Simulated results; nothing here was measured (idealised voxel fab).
The following process module bears the name voxel trench capacitor.
Cross-sectional view cut (width: 150 nm; square cell size: 5 nm).
A cross-section is a grid of square cells, given in bands from the top down. A band is one or more rows of cells. Look at the band entry: it leads with the top's height and the bottom's height in nm. Then it lists the materials left to right, with a width in nm for each. The word "full width" on a single material says that material fills the band edge to edge. The word "air" is empty space. Basically, 0 is our baseline, since under it the wafer straight out of the box is all one material. The bottom band has no lower end and keeps on going down, so it looks like "0 and below". Width "30 to 40": first value at the band's top row of cells, second value at its bottom row, equal change from row to row. Step note "changes: none" = no cross-section cell changed. In "Enclosed cavities" the enclosed voids are listed, meaning empty spaces of 8 cells or larger without any opening to the top. The form is width x height at distance, distance from the left edge, units nm. Step line, after settings: the simulator's comment on this step. What "overlay nm" on a step's line means: if the step has a mask, that mask lay this far to the right of its planned place, or, when the value is negative, to the left.
### The process steps that were planned are listed below
1,RECEIVE: material Si
2,CONFORMAL_DEP: material SiN, thk nm 5
3,PATTERN: tone open, mask id TRENCH, material resist, width nm 20, pitch nm 40, thk nm 15, overlay nm 0
4,DIRECTIONAL_ETCH: etch materials SiN, depth nm 5
5,DIRECTIONAL_ETCH: etch materials Si, depth nm 35
6,STRIP: etch materials resist
7,CONFORMAL_DEP: material SiO2, thk nm 5
8,FILL_DEP: material polySi, thk nm 5
9,CMP: height nm 5
### This is the cross-section of the wafer as we received it, i.e. after step 1
0 and below: Si full width
Enclosed cavities: none
### What the wafer looks like in cross-section after this module, when it starts as shown above and follows the plan above but one mistake is made in running it
5 down to 0: 20 nm SiN | 5 nm SiO2 | 10 nm polySi | 5 nm SiO2 | 20 nm SiN | 5 nm SiO2 | 10 nm polySi | 5 nm SiO2 | 20 nm SiN | 5 nm SiO2 | 10 nm polySi | 5 nm SiO2 | 30 nm SiN
0 down to -30: 20 nm Si | 5 nm SiO2 | 10 nm polySi | 5 nm SiO2 | 20 nm Si | 5 nm SiO2 | 10 nm polySi | 5 nm SiO2 | 20 nm Si | 5 nm SiO2 | 10 nm polySi | 5 nm SiO2 | 30 nm Si
-30 down to -35: 20 nm Si | 20 nm SiO2 | 20 nm Si | 20 nm SiO2 | 20 nm Si | 20 nm SiO2 | 30 nm Si
-35 and below: Si full width
Enclosed cavities: none
what went wrong: step 3 deviated from plan and actually ran as PATTERN: tone open, mask id TRENCH, material resist, width nm 20, pitch nm 40, thk nm 15, overlay nm -5
